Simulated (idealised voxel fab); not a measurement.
process module | voxel transistor to metal
cross-section cut | 155 nm wide | cells 5 nm
A cross-section is a grid of square cells, given in bands from the top down. A band is one or more rows of cells.
Each band's line starts with the height of the band's top and of its bottom, in nm. Then come its materials from left to right, each with its width in nm. One material with "throughout" fills the band from edge to edge. "air" is empty space.
Height 0 is the level under which the wafer as received is all one material. The lowest band goes on downwards, as in "0 down".
A width such as "30 to 40" changes by the same amount from each row of cells to the next, from the band's top row to its bottom row.
"no change" after a step means that no cell of the cross-section changed.
closed voids: empty space of 8 cells or more with no open way to the top, each as width x height at its distance from the left edge, in nm
after a step's settings: what the simulator itself notes on the step
overlay nm, on a step with a mask: how far to the right of its planned place the mask lay; to the left if negative
plan
1 op RECEIVE | material Si
2 op OXIDIZE | depth nm 5
3 op CONFORMAL_DEP | material SiN | thk nm 10
4 op PATTERN | tone cover | mask id ACTIVE | material resist | width nm 110 | thk nm 15 | overlay nm 0
5 op DIRECTIONAL_ETCH | etch materials SiN | depth nm 10
6 op DIRECTIONAL_ETCH | etch materials SiO2 | depth nm 5
7 op DIRECTIONAL_ETCH | etch materials Si | depth nm 20
8 op STRIP | etch materials resist
9 op OXIDIZE | depth nm 5
10 op FILL_DEP | material SiO2 | thk nm 5
11 op CMP | height nm 10
12 op SELECTIVE_ETCH | etch materials SiO2 | depth nm 5
13 op STRIP | etch materials SiN
14 op SELECTIVE_ETCH | etch materials SiO2 | depth nm 5
15 op OXIDIZE | depth nm 5
16 op DIRECTIONAL_DEP | material polySi | thk nm 25
17 op DIRECTIONAL_DEP | material SiCN | thk nm 15
18 op DIRECTIONAL_DEP | material aC | thk nm 10
19 op PATTERN | tone cover | mask id GATE | material resist | width nm 30 | thk nm 30 | overlay nm 0
20 op DIRECTIONAL_ETCH | etch materials aC | depth nm 10
21 op STRIP | etch materials resist
22 op DIRECTIONAL_ETCH | etch materials SiCN | depth nm 25
23 op DIRECTIONAL_ETCH | etch materials polySi | depth nm 35
24 op STRIP | etch materials aC
25 op CONFORMAL_DEP | material SiO2 | thk nm 5
26 op DIRECTIONAL_ETCH | etch materials SiO2 | depth nm 5
27 op CONFORMAL_DEP | material SiN | thk nm 5
28 op DIRECTIONAL_ETCH | etch materials SiN | depth nm 5
29 op DIRECTIONAL_ETCH | etch materials SiO2 | depth nm 5
30 op DIRECTIONAL_ETCH | etch materials Si | depth nm 5
31 op EPI | material pSi | thk nm 10
32 op FILL_DEP | material SiO2 | thk nm 5
33 op CMP | height nm 20
34 op STRIP | etch materials polySi
35 op SELECTIVE_ETCH | etch materials SiO2 | depth nm 5
36 op CONFORMAL_DEP | material HfO2 | thk nm 5
37 op CONFORMAL_DEP | material TiN | thk nm 5
38 op FILL_DEP | material W | thk nm 5
39 op CMP | height nm 15
40 op DIRECTIONAL_DEP | material SiO2 | thk nm 10
41 op PATTERN | tone open | mask id CONTACT | material resist | width nm 20 | pitch nm 80 | thk nm 20 | overlay nm 0
42 op DIRECTIONAL_ETCH | etch materials SiO2 | depth nm 30
43 op STRIP | etch materials resist
44 op CONFORMAL_DEP | material TiN | thk nm 5
45 op FILL_DEP | material W | thk nm 10
46 op CMP | height nm 25
47 op DIRECTIONAL_DEP | material TiN | thk nm 5
48 op DIRECTIONAL_DEP | material W | thk nm 25
49 op PATTERN | tone cover | mask id METAL_1 | material resist | width nm 20 | pitch nm 80 | thk nm 20 | overlay nm 0
50 op DIRECTIONAL_ETCH | etch materials W | depth nm 25
51 op DIRECTIONAL_ETCH | etch materials TiN | depth nm 5
52 op STRIP | etch materials resist
53 op CONFORMAL_DEP | material SiN | thk nm 5
54 op FILL_DEP | material SiO2 | thk nm 5
55 op CMP | height nm 55
56 op CONFORMAL_DEP | material SiCN | thk nm 5
57 op DIRECTIONAL_DEP | material SiO2 | thk nm 35
58 op DIRECTIONAL_DEP | material aC | thk nm 10
59 op PATTERN | tone open | mask id METAL_2 | material resist | width nm 20 | pitch nm 80 | thk nm 30 | overlay nm 0
60 op DIRECTIONAL_ETCH | etch materials aC | depth nm 10
61 op STRIP | etch materials resist
62 op DIRECTIONAL_ETCH | etch materials SiO2 | depth nm 20
63 op STRIP | etch materials aC
64 op DIRECTIONAL_DEP | material aC | thk nm 15
65 op PATTERN | tone open | mask id METAL_2_HOLES | material resist | width nm 15 | pitch nm 80 | thk nm 30 | overlay nm 0
66 op DIRECTIONAL_ETCH | etch materials aC | depth nm 15
67 op STRIP | etch materials resist
68 op DIRECTIONAL_ETCH | etch materials SiO2 | depth nm 15
69 op DIRECTIONAL_ETCH | etch materials SiCN | depth nm 5
70 op STRIP | etch materials aC
71 op CONFORMAL_DEP | material TiN | thk nm 5
72 op FILL_DEP | material Cu | thk nm 10
73 op CMP | height nm 95
74 op CONFORMAL_DEP | material SiCN | thk nm 5
first wafer, as planned
as received, after step 1
  0 down: Si throughout
  closed voids: none
after step 2
  0 to -5: SiO2 throughout
  below -5: unchanged
after step 3
  10 to 0: SiN throughout
  below 0: unchanged
after step 4
  25 to 10: air 20 | resist 110 | air 25
  below 10: unchanged
after step 5
  25 to 10: air 20 | resist 110 | air 25
  10 to 0: air 20 | SiN 110 | air 25
  below 0: unchanged
after step 6
  25 to 10: air 20 | resist 110 | air 25
  10 to 0: air 20 | SiN 110 | air 25
  0 to -5: air 20 | SiO2 110 | air 25
  below -5: unchanged
after step 7
  25 to 10: air 20 | resist 110 | air 25
  10 to 0: air 20 | SiN 110 | air 25
  0 to -5: air 20 | SiO2 110 | air 25
  -5 to -25: air 20 | Si 110 | air 25
  below -25: unchanged
after step 8
  10 to 0: air 20 | SiN 110 | air 25
  below 0: unchanged
after step 9
  10 to 0: air 20 | SiN 110 | air 25
  0 to -5: air 20 | SiO2 110 | air 25
  -5 to -25: air 20 | SiO2 5 | Si 100 | SiO2 5 | air 25
  -25 to -30: SiO2 25 | Si 100 | SiO2 30
  below -30: unchanged
after step 10
  15 to 10: SiO2 throughout
  10 to 0: SiO2 20 | SiN 110 | SiO2 25
  0 to -5: SiO2 throughout
  -5 to -30: SiO2 25 | Si 100 | SiO2 30
  below -30: unchanged
after step 11
  10 to 0: SiO2 20 | SiN 110 | SiO2 25
  below 0: unchanged
after step 12
  10 to 5: air 20 | SiN 110 | air 25
  below 5: unchanged
after step 13
  5 to 0: SiO2 20 | air 110 | SiO2 25
  below 0: unchanged
after step 14
  0 to -5: SiO2 15 | air 120 | SiO2 20
  below -5: unchanged
after step 15
  0 to -5: SiO2 15 | air 120 | SiO2 20
  -5 to -10: SiO2 throughout
  below -10: unchanged
after step 16
  25 to 20: polySi 15 | air 120 | polySi 20
  20 to 0: polySi throughout
  0 to -5: SiO2 15 | polySi 120 | SiO2 20
  below -5: unchanged
after step 17
  40 to 35: SiCN 15 | air 120 | SiCN 20
  35 to 25: SiCN throughout
  25 to 20: polySi 15 | SiCN 120 | polySi 20
  below 20: unchanged
after step 18
  50 to 45: aC 15 | air 120 | aC 20
  45 to 40: aC throughout
  40 to 35: SiCN 15 | aC 120 | SiCN 20
  below 35: unchanged
after step 19
  80 to 50: air 60 | resist 30 | air 65
  50 to 45: aC 15 | air 45 | resist 30 | air 45 | aC 20
  below 45: unchanged
after step 20
  70 to 45: air 60 | resist 30 | air 65
  45 to 40: air 60 | aC 30 | air 65
  40 to 35: SiCN 15 | air 45 | aC 30 | air 45 | SiCN 20
  below 35: unchanged
after step 21
  45 to 40: air 60 | aC 30 | air 65
  below 40: unchanged
after step 22
  45 to 35: air 60 | aC 30 | air 65
  35 to 25: air 60 | SiCN 30 | air 65
  25 to 20: polySi 15 | air 45 | SiCN 30 | air 45 | polySi 20
  below 20: unchanged
after step 23
  45 to 35: air 60 | aC 30 | air 65
  35 to 20: air 60 | SiCN 30 | air 65
  20 to 0: air 60 | polySi 30 | air 65
  0 to -5: SiO2 15 | air 45 | polySi 30 | air 45 | SiO2 20
  below -5: unchanged
after step 24
  35 to 20: air 60 | SiCN 30 | air 65
  below 20: unchanged
after step 25
  40 to 35: air 55 | SiO2 40 | air 60
  35 to 20: air 55 | SiO2 5 | SiCN 30 | SiO2 5 | air 60
  20 to 5: air 55 | SiO2 5 | polySi 30 | SiO2 5 | air 60
  5 to 0: SiO2 20 | air 35 | SiO2 5 | polySi 30 | SiO2 5 | air 35 | SiO2 25
  0 to -5: SiO2 60 | polySi 30 | SiO2 65
  below -5: unchanged
after step 26
  35 to 20: air 55 | SiO2 5 | SiCN 30 | SiO2 5 | air 60
  20 to 0: air 55 | SiO2 5 | polySi 30 | SiO2 5 | air 60
  0 to -5: SiO2 20 | air 35 | SiO2 5 | polySi 30 | SiO2 5 | air 35 | SiO2 25
  below -5: unchanged
after step 27
  40 to 35: air 50 | SiN 50 | air 55
  35 to 20: air 50 | SiN 5 | SiO2 5 | SiCN 30 | SiO2 5 | SiN 5 | air 55
  20 to 5: air 50 | SiN 5 | SiO2 5 | polySi 30 | SiO2 5 | SiN 5 | air 55
  5 to 0: SiN 25 | air 25 | SiN 5 | SiO2 5 | polySi 30 | SiO2 5 | SiN 5 | air 25 | SiN 30
  0 to -5: SiO2 20 | SiN 35 | SiO2 5 | polySi 30 | SiO2 5 | SiN 35 | SiO2 25
  below -5: unchanged
after step 28
  35 to 20: air 50 | SiN 5 | SiO2 5 | SiCN 30 | SiO2 5 | SiN 5 | air 55
  20 to 0: air 50 | SiN 5 | SiO2 5 | polySi 30 | SiO2 5 | SiN 5 | air 55
  0 to -5: SiO2 20 | SiN 5 | air 25 | SiN 5 | SiO2 5 | polySi 30 | SiO2 5 | SiN 5 | air 25 | SiN 5 | SiO2 25
  below -5: unchanged
after step 29
  35 to 30: air 50 | SiN 5 | air 5 | SiCN 30 | air 5 | SiN 5 | air 55
  30 to 20: air 50 | SiN 5 | SiO2 5 | SiCN 30 | SiO2 5 | SiN 5 | air 55
  20 to 0: air 50 | SiN 5 | SiO2 5 | polySi 30 | SiO2 5 | SiN 5 | air 55
  0 to -5: air 20 | SiN 5 | air 25 | SiN 5 | SiO2 5 | polySi 30 | SiO2 5 | SiN 5 | air 25 | SiN 5 | air 25
  -5 to -10: SiO2 25 | air 25 | SiO2 50 | air 25 | SiO2 30
  below -10: unchanged
after step 30
  35 to 30: air 50 | SiN 5 | air 5 | SiCN 30 | air 5 | SiN 5 | air 55
  30 to 20: air 50 | SiN 5 | SiO2 5 | SiCN 30 | SiO2 5 | SiN 5 | air 55
  20 to 0: air 50 | SiN 5 | SiO2 5 | polySi 30 | SiO2 5 | SiN 5 | air 55
  0 to -5: air 20 | SiN 5 | air 25 | SiN 5 | SiO2 5 | polySi 30 | SiO2 5 | SiN 5 | air 25 | SiN 5 | air 25
  -5 to -10: SiO2 25 | air 25 | SiO2 50 | air 25 | SiO2 30
  -10 to -15: SiO2 25 | air 25 | Si 50 | air 25 | SiO2 30
  below -15: unchanged
after step 31
  35 to 30: air 50 | SiN 5 | air 5 | SiCN 30 | air 5 | SiN 5 | air 55
  30 to 20: air 50 | SiN 5 | SiO2 5 | SiCN 30 | SiO2 5 | SiN 5 | air 55
  20 to 0: air 50 | SiN 5 | SiO2 5 | polySi 30 | SiO2 5 | SiN 5 | air 55
  0 to -5: air 20 | SiN 5 | air 15 | pSi 10 | SiN 5 | SiO2 5 | polySi 30 | SiO2 5 | SiN 5 | pSi 10 | air 15 | SiN 5 | air 25
  -5 to -10: SiO2 25 | pSi 25 | SiO2 50 | pSi 25 | SiO2 30
  -10 to -15: SiO2 25 | pSi 25 | Si 50 | pSi 25 | SiO2 30
  below -15: unchanged
after step 32
  40 to 35: SiO2 throughout
  35 to 20: SiO2 50 | SiN 5 | SiO2 5 | SiCN 30 | SiO2 5 | SiN 5 | SiO2 55
  20 to 0: SiO2 50 | SiN 5 | SiO2 5 | polySi 30 | SiO2 5 | SiN 5 | SiO2 55
  0 to -5: SiO2 20 | SiN 5 | SiO2 15 | pSi 10 | SiN 5 | SiO2 5 | polySi 30 | SiO2 5 | SiN 5 | pSi 10 | SiO2 15 | SiN 5 | SiO2 25
  below -5: unchanged
after step 33
  20 to 0: SiO2 50 | SiN 5 | SiO2 5 | polySi 30 | SiO2 5 | SiN 5 | SiO2 55
  below 0: unchanged
after step 34
  20 to 0: SiO2 50 | SiN 5 | SiO2 5 | air 30 | SiO2 5 | SiN 5 | SiO2 55
  0 to -5: SiO2 20 | SiN 5 | SiO2 15 | pSi 10 | SiN 5 | SiO2 5 | air 30 | SiO2 5 | SiN 5 | pSi 10 | SiO2 15 | SiN 5 | SiO2 25
  below -5: unchanged
after step 35
  20 to 15: air 50 | SiN 5 | air 40 | SiN 5 | air 55
  15 to 0: SiO2 50 | SiN 5 | air 40 | SiN 5 | SiO2 55
  0 to -5: SiO2 20 | SiN 5 | SiO2 15 | pSi 10 | SiN 5 | air 40 | SiN 5 | pSi 10 | SiO2 15 | SiN 5 | SiO2 25
  -5 to -10: SiO2 25 | pSi 25 | SiO2 5 | air 40 | SiO2 5 | pSi 25 | SiO2 30
  below -10: unchanged
after step 36
  25 to 20: air 45 | HfO2 15 | air 30 | HfO2 15 | air 50
  20 to 15: HfO2 50 | SiN 5 | HfO2 5 | air 30 | HfO2 5 | SiN 5 | HfO2 55
  15 to 0: SiO2 50 | SiN 5 | HfO2 5 | air 30 | HfO2 5 | SiN 5 | SiO2 55
  0 to -5: SiO2 20 | SiN 5 | SiO2 15 | pSi 10 | SiN 5 | HfO2 5 | air 30 | HfO2 5 | SiN 5 | pSi 10 | SiO2 15 | SiN 5 | SiO2 25
  -5 to -10: SiO2 25 | pSi 25 | SiO2 5 | HfO2 40 | SiO2 5 | pSi 25 | SiO2 30
  below -10: unchanged
after step 37
  30 to 25: air 40 | TiN 25 | air 20 | TiN 25 | air 45
  25 to 20: TiN 45 | HfO2 15 | TiN 5 | air 20 | TiN 5 | HfO2 15 | TiN 50
  20 to 15: HfO2 50 | SiN 5 | HfO2 5 | TiN 5 | air 20 | TiN 5 | HfO2 5 | SiN 5 | HfO2 55
  15 to 0: SiO2 50 | SiN 5 | HfO2 5 | TiN 5 | air 20 | TiN 5 | HfO2 5 | SiN 5 | SiO2 55
  0 to -5: SiO2 20 | SiN 5 | SiO2 15 | pSi 10 | SiN 5 | HfO2 5 | TiN 30 | HfO2 5 | SiN 5 | pSi 10 | SiO2 15 | SiN 5 | SiO2 25
  below -5: unchanged
after step 38
  35 to 30: W throughout
  30 to 25: W 40 | TiN 25 | W 20 | TiN 25 | W 45
  25 to 20: TiN 45 | HfO2 15 | TiN 5 | W 20 | TiN 5 | HfO2 15 | TiN 50
  20 to 15: HfO2 50 | SiN 5 | HfO2 5 | TiN 5 | W 20 | TiN 5 | HfO2 5 | SiN 5 | HfO2 55
  15 to 0: SiO2 50 | SiN 5 | HfO2 5 | TiN 5 | W 20 | TiN 5 | HfO2 5 | SiN 5 | SiO2 55
  below 0: unchanged
after step 39
  15 to 0: SiO2 50 | SiN 5 | HfO2 5 | TiN 5 | W 20 | TiN 5 | HfO2 5 | SiN 5 | SiO2 55
  below 0: unchanged
after step 40
  25 to 15: SiO2 throughout
  below 15: unchanged
after step 41
  45 to 25: resist 25 | air 20 | resist 60 | air 20 | resist 30
  below 25: unchanged
after step 42
  45 to 25: resist 25 | air 20 | resist 60 | air 20 | resist 30
  25 to 15: SiO2 25 | air 20 | SiO2 60 | air 20 | SiO2 30
  15 to 0: SiO2 25 | air 20 | SiO2 5 | SiN 5 | HfO2 5 | TiN 5 | W 20 | TiN 5 | HfO2 5 | SiN 5 | SiO2 5 | air 20 | SiO2 30
  0 to -5: SiO2 20 | SiN 5 | air 15 | pSi 10 | SiN 5 | HfO2 5 | TiN 30 | HfO2 5 | SiN 5 | pSi 10 | air 15 | SiN 5 | SiO2 25
  below -5: unchanged
after step 43
  25 to 15: SiO2 25 | air 20 | SiO2 60 | air 20 | SiO2 30
  below 15: unchanged
after step 44
  30 to 25: TiN 30 | air 10 | TiN 70 | air 10 | TiN 35
  25 to 15: SiO2 25 | TiN 5 | air 10 | TiN 5 | SiO2 60 | TiN 5 | air 10 | TiN 5 | SiO2 30
  15 to 5: SiO2 25 | TiN 5 | air 10 | TiN 5 | SiO2 5 | SiN 5 | HfO2 5 | TiN 5 | W 20 | TiN 5 | HfO2 5 | SiN 5 | SiO2 5 | TiN 5 | air 10 | TiN 5 | SiO2 30
  5 to 0: SiO2 25 | TiN 5 | air 5 | TiN 10 | SiO2 5 | SiN 5 | HfO2 5 | TiN 5 | W 20 | TiN 5 | HfO2 5 | SiN 5 | SiO2 5 | TiN 10 | air 5 | TiN 5 | SiO2 30
  0 to -5: SiO2 20 | SiN 5 | TiN 15 | pSi 10 | SiN 5 | HfO2 5 | TiN 30 | HfO2 5 | SiN 5 | pSi 10 | TiN 15 | SiN 5 | SiO2 25
  below -5: unchanged
after step 45
  40 to 30: W throughout
  30 to 25: TiN 30 | W 10 | TiN 70 | W 10 | TiN 35
  25 to 15: SiO2 25 | TiN 5 | W 10 | TiN 5 | SiO2 60 | TiN 5 | W 10 | TiN 5 | SiO2 30
  15 to 5: SiO2 25 | TiN 5 | W 10 | TiN 5 | SiO2 5 | SiN 5 | HfO2 5 | TiN 5 | W 20 | TiN 5 | HfO2 5 | SiN 5 | SiO2 5 | TiN 5 | W 10 | TiN 5 | SiO2 30
  5 to 0: SiO2 25 | TiN 5 | W 5 | TiN 10 | SiO2 5 | SiN 5 | HfO2 5 | TiN 5 | W 20 | TiN 5 | HfO2 5 | SiN 5 | SiO2 5 | TiN 10 | W 5 | TiN 5 | SiO2 30
  below 0: unchanged
after step 46
  25 to 15: SiO2 25 | TiN 5 | W 10 | TiN 5 | SiO2 60 | TiN 5 | W 10 | TiN 5 | SiO2 30
  below 15: unchanged
after step 47
  30 to 25: TiN throughout
  below 25: unchanged
after step 48
  55 to 30: W throughout
  below 30: unchanged
after step 49
  75 to 55: air 25 | resist 20 | air 60 | resist 20 | air 30
  below 55: unchanged
after step 50
  75 to 55: air 25 | resist 20 | air 60 | resist 20 | air 30
  55 to 30: air 25 | W 20 | air 60 | W 20 | air 30
  below 30: unchanged
after step 51
  75 to 55: air 25 | resist 20 | air 60 | resist 20 | air 30
  55 to 30: air 25 | W 20 | air 60 | W 20 | air 30
  30 to 25: air 25 | TiN 20 | air 60 | TiN 20 | air 30
  below 25: unchanged
after step 52
  55 to 30: air 25 | W 20 | air 60 | W 20 | air 30
  below 30: unchanged
after step 53
  60 to 55: air 20 | SiN 30 | air 50 | SiN 30 | air 25
  55 to 30: air 20 | SiN 5 | W 20 | SiN 5 | air 50 | SiN 5 | W 20 | SiN 5 | air 25
  30 to 25: SiN 25 | TiN 20 | SiN 60 | TiN 20 | SiN 30
  below 25: unchanged
after step 54
  65 to 60: SiO2 throughout
  60 to 55: SiO2 20 | SiN 30 | SiO2 50 | SiN 30 | SiO2 25
  55 to 30: SiO2 20 | SiN 5 | W 20 | SiN 5 | SiO2 50 | SiN 5 | W 20 | SiN 5 | SiO2 25
  below 30: unchanged
after step 55
  55 to 30: SiO2 20 | SiN 5 | W 20 | SiN 5 | SiO2 50 | SiN 5 | W 20 | SiN 5 | SiO2 25
  below 30: unchanged
after step 56
  60 to 55: SiCN throughout
  below 55: unchanged
after step 57
  95 to 60: SiO2 throughout
  below 60: unchanged
after step 58
  105 to 95: aC throughout
  below 95: unchanged
after step 59
  135 to 105: resist 25 | air 20 | resist 60 | air 20 | resist 30
  below 105: unchanged
after step 60
  125 to 105: resist 25 | air 20 | resist 60 | air 20 | resist 30
  105 to 95: aC 25 | air 20 | aC 60 | air 20 | aC 30
  below 95: unchanged
after step 61
  105 to 95: aC 25 | air 20 | aC 60 | air 20 | aC 30
  below 95: unchanged
after step 62
  105 to 95: aC 25 | air 20 | aC 60 | air 20 | aC 30
  95 to 75: SiO2 25 | air 20 | SiO2 60 | air 20 | SiO2 30
  below 75: unchanged
after step 63
  95 to 75: SiO2 25 | air 20 | SiO2 60 | air 20 | SiO2 30
  below 75: unchanged
after step 64
  110 to 95: aC 25 | air 20 | aC 60 | air 20 | aC 30
  95 to 90: SiO2 25 | air 20 | SiO2 60 | air 20 | SiO2 30
  90 to 75: SiO2 25 | aC 20 | SiO2 60 | aC 20 | SiO2 30
  below 75: unchanged
after step 65
  140 to 110: resist 25 | air 15 | resist 65 | air 15 | resist 35
  110 to 95: aC 25 | air 15 | resist 5 | aC 60 | air 15 | resist 5 | aC 30
  95 to 90: SiO2 25 | air 15 | resist 5 | SiO2 60 | air 15 | resist 5 | SiO2 30
  below 90: unchanged
after step 66
  125 to 110: resist 25 | air 15 | resist 65 | air 15 | resist 35
  110 to 95: aC 25 | air 15 | resist 5 | aC 60 | air 15 | resist 5 | aC 30
  95 to 90: SiO2 25 | air 15 | resist 5 | SiO2 60 | air 15 | resist 5 | SiO2 30
  90 to 75: SiO2 25 | air 15 | aC 5 | SiO2 60 | air 15 | aC 5 | SiO2 30
  below 75: unchanged
after step 67
  110 to 95: aC 25 | air 20 | aC 60 | air 20 | aC 30
  95 to 90: SiO2 25 | air 20 | SiO2 60 | air 20 | SiO2 30
  below 90: unchanged
after step 68
  110 to 95: aC 25 | air 20 | aC 60 | air 20 | aC 30
  95 to 90: SiO2 25 | air 20 | SiO2 60 | air 20 | SiO2 30
  90 to 75: SiO2 25 | air 15 | aC 5 | SiO2 60 | air 15 | aC 5 | SiO2 30
  75 to 60: SiO2 25 | air 15 | SiO2 65 | air 15 | SiO2 35
  below 60: unchanged
after step 69
  110 to 95: aC 25 | air 20 | aC 60 | air 20 | aC 30
  95 to 90: SiO2 25 | air 20 | SiO2 60 | air 20 | SiO2 30
  90 to 75: SiO2 25 | air 15 | aC 5 | SiO2 60 | air 15 | aC 5 | SiO2 30
  75 to 60: SiO2 25 | air 15 | SiO2 65 | air 15 | SiO2 35
  60 to 55: SiCN 25 | air 15 | SiCN 65 | air 15 | SiCN 35
  below 55: unchanged
after step 70
  95 to 75: SiO2 25 | air 20 | SiO2 60 | air 20 | SiO2 30
  below 75: unchanged
after step 71
  100 to 95: TiN 30 | air 10 | TiN 70 | air 10 | TiN 35
  95 to 80: SiO2 25 | TiN 5 | air 10 | TiN 5 | SiO2 60 | TiN 5 | air 10 | TiN 5 | SiO2 30
  80 to 75: SiO2 25 | TiN 5 | air 5 | TiN 10 | SiO2 60 | TiN 5 | air 5 | TiN 10 | SiO2 30
  75 to 60: SiO2 25 | TiN 5 | air 5 | TiN 5 | SiO2 65 | TiN 5 | air 5 | TiN 5 | SiO2 35
  60 to 55: SiCN 25 | TiN 15 | SiCN 65 | TiN 15 | SiCN 35
  below 55: unchanged
after step 72
  110 to 100: Cu throughout
  100 to 95: TiN 30 | Cu 10 | TiN 70 | Cu 10 | TiN 35
  95 to 80: SiO2 25 | TiN 5 | Cu 10 | TiN 5 | SiO2 60 | TiN 5 | Cu 10 | TiN 5 | SiO2 30
  80 to 75: SiO2 25 | TiN 5 | Cu 5 | TiN 10 | SiO2 60 | TiN 5 | Cu 5 | TiN 10 | SiO2 30
  75 to 60: SiO2 25 | TiN 5 | Cu 5 | TiN 5 | SiO2 65 | TiN 5 | Cu 5 | TiN 5 | SiO2 35
  below 60: unchanged
after step 73
  95 to 80: SiO2 25 | TiN 5 | Cu 10 | TiN 5 | SiO2 60 | TiN 5 | Cu 10 | TiN 5 | SiO2 30
  below 80: unchanged
after step 74
  100 to 95: SiCN throughout
  below 95: unchanged
second wafer: like start, like plan, one mistake. Through step 64 it matches the first wafer
when step 65 should have ended
  140 to 110: resist 35 | air 15 | resist 65 | air 15 | resist 25
  110 to 95: aC 25 | resist 10 | air 10 | aC 60 | resist 10 | air 10 | aC 30
  95 to 90: SiO2 25 | resist 10 | air 10 | SiO2 60 | resist 10 | air 10 | SiO2 30
  below 90: unchanged
when step 66 should have ended
  125 to 110: resist 35 | air 15 | resist 65 | air 15 | resist 25
  110 to 95: aC 25 | resist 10 | air 15 | aC 55 | resist 10 | air 15 | aC 25
  95 to 90: SiO2 25 | resist 10 | air 10 | SiO2 60 | resist 10 | air 10 | SiO2 30
  90 to 75: SiO2 25 | aC 10 | air 10 | SiO2 60 | aC 10 | air 10 | SiO2 30
  below 75: unchanged
when step 67 should have ended
  110 to 95: aC 25 | air 25 | aC 55 | air 25 | aC 25
  95 to 90: SiO2 25 | air 20 | SiO2 60 | air 20 | SiO2 30
  below 90: unchanged
when step 68 should have ended
  110 to 95: aC 25 | air 25 | aC 55 | air 25 | aC 25
  95 to 90: SiO2 25 | air 25 | SiO2 55 | air 25 | SiO2 25
  90 to 80: SiO2 25 | aC 10 | air 15 | SiO2 55 | aC 10 | air 15 | SiO2 25
  80 to 75: SiO2 25 | aC 10 | air 10 | SiO2 60 | aC 10 | air 10 | SiO2 30
  75 to 60: SiO2 35 | air 10 | SiO2 70 | air 10 | SiO2 30
  below 60: unchanged
when step 69 should have ended
  110 to 95: aC 25 | air 25 | aC 55 | air 25 | aC 25
  95 to 90: SiO2 25 | air 25 | SiO2 55 | air 25 | SiO2 25
  90 to 80: SiO2 25 | aC 10 | air 15 | SiO2 55 | aC 10 | air 15 | SiO2 25
  80 to 75: SiO2 25 | aC 10 | air 10 | SiO2 60 | aC 10 | air 10 | SiO2 30
  75 to 60: SiO2 35 | air 10 | SiO2 70 | air 10 | SiO2 30
  60 to 55: SiCN 35 | air 10 | SiCN 70 | air 10 | SiCN 30
  below 55: unchanged
when step 70 should have ended
  95 to 80: SiO2 25 | air 25 | SiO2 55 | air 25 | SiO2 25
  80 to 75: SiO2 25 | air 20 | SiO2 60 | air 20 | SiO2 30
  below 75: unchanged
when step 71 should have ended
  100 to 95: TiN 30 | air 15 | TiN 65 | air 15 | TiN 30
  95 to 85: SiO2 25 | TiN 5 | air 15 | TiN 5 | SiO2 55 | TiN 5 | air 15 | TiN 5 | SiO2 25
  85 to 80: SiO2 25 | TiN 5 | air 10 | TiN 10 | SiO2 55 | TiN 5 | air 10 | TiN 10 | SiO2 25
  80 to 75: SiO2 25 | TiN 20 | SiO2 60 | TiN 20 | SiO2 30
  75 to 60: SiO2 35 | TiN 10 | SiO2 70 | TiN 10 | SiO2 30
  60 to 55: SiCN 35 | TiN 10 | SiCN 70 | TiN 10 | SiCN 30
  below 55: unchanged
when step 72 should have ended
  110 to 100: Cu throughout
  100 to 95: TiN 30 | Cu 15 | TiN 65 | Cu 15 | TiN 30
  95 to 85: SiO2 25 | TiN 5 | Cu 15 | TiN 5 | SiO2 55 | TiN 5 | Cu 15 | TiN 5 | SiO2 25
  85 to 80: SiO2 25 | TiN 5 | Cu 10 | TiN 10 | SiO2 55 | TiN 5 | Cu 10 | TiN 10 | SiO2 25
  below 80: unchanged
when step 73 should have ended
  95 to 85: SiO2 25 | TiN 5 | Cu 15 | TiN 5 | SiO2 55 | TiN 5 | Cu 15 | TiN 5 | SiO2 25
  below 85: unchanged
when step 74 should have ended
  100 to 95: SiCN throughout
  below 95: unchanged
what went wrong: step 65 ran as: op PATTERN | tone open | mask id METAL_2_HOLES | material resist | width nm 15 | pitch nm 80 | thk nm 30 | overlay nm 10
at the end the second wafer has, in cells: 4 fewer of Cu | 2 more of SiCN | 2 more of TiN
